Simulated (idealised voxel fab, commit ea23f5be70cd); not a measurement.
This section sets out a process module, namely voxel ribs on slabs.
Section shown: cut. Width: 155 nm. Cell size: 5 nm, square.
For the purposes of this document, a cross-section shall be understood as a grid of square cells, specified as bands listed in top-to-bottom order, each band consisting of one or more rows of cells.
Each band's line starts with the height of the band's top and of its bottom, in nm. Then come its materials from left to right, each with its width in nm. One material with "full width" fills the band from edge to edge. "air" is empty space.
A quick word on heights: they are counted from 0, and under that level the wafer as it came to us is one material throughout. The lowest band is different from the rest in having no bottom; it simply continues downward, written as in "from 0 down".
The notation "30..40" denotes a width that varies across the rows of cells in the band, beginning at the first number in the top row, finishing at the second number in the bottom row, and changing by an identical amount from each row to the next.
For the purposes of this document, the phrase "all unchanged" attached to a step denotes that no cell within the cross-section was modified by that step.
Enclosed voids (no open way to top), threshold 8 cells or more, entry "Closed void inventory", notation width x height at distance, distance from left edge, nm.
Note: text after step settings on the step line = simulator remark on that step.
Among the settings permitted on a step's line is "overlay nm"; applied to a step with a mask, it specifies the extent to which the mask lay to the right of its planned position, whereas a negative figure signifies a position to the left.
# Intended process steps
- 1: op RECEIVE | material Si
- 2: op DIRECTIONAL_DEP | material SiO2 | thk nm 30
- 3: op DIRECTIONAL_DEP | material polySi | thk nm 15
- 4: op MASKED_ETCH | tone cover | mask id RIB | width nm 20 | etch materials polySi | depth nm 5 | overlay nm -15
- 5: op MASKED_ETCH | tone cover | mask id SLAB | width nm 50 | etch materials polySi | depth nm 10 | overlay nm 0
- 6: op FILL_DEP | material SiO2 | thk nm 25
- 7: op CMP | height nm 60
- 8: op DIRECTIONAL_DEP | material TiN | thk nm 5
- 9: op PATTERN | tone cover | mask id HEATER | material resist | width nm 30 | thk nm 20 | overlay nm 0
- 10: op DIRECTIONAL_ETCH | etch materials TiN | depth nm 5
- 11: op STRIP | etch materials resist
- 12: op CONFORMAL_DEP | material SiO2 | thk nm 10
The plan shows the overlay nm of step 4 as the first wafer had it; this setting differs between the wafers, which start out alike.
# Cross-sectional view of the first of several wafers in the as-received condition, corresponding to the state following step 1
	from 0 down  Si full width
	Closed void inventory: none
# Wafer rows, end of module: cells per material gained (+) or lost (-) since receipt; closed voids last
overlay nm -15 | +414 SiO2 | +6 TiN | +24 polySi | Closed void inventory: none
overlay nm -10 | +414 SiO2 | +6 TiN | +24 polySi | Closed void inventory: none
overlay nm -5 | +414 SiO2 | +6 TiN | +24 polySi | Closed void inventory: none
overlay nm 0 | +414 SiO2 | +6 TiN | +24 polySi | Closed void inventory: none
overlay nm 5 | +414 SiO2 | +6 TiN | +24 polySi | Closed void inventory: none
overlay nm 10 | +414 SiO2 | +6 TiN | +24 polySi | Closed void inventory: none
overlay nm 15 | +414 SiO2 | +6 TiN | +24 polySi | Closed void inventory: none
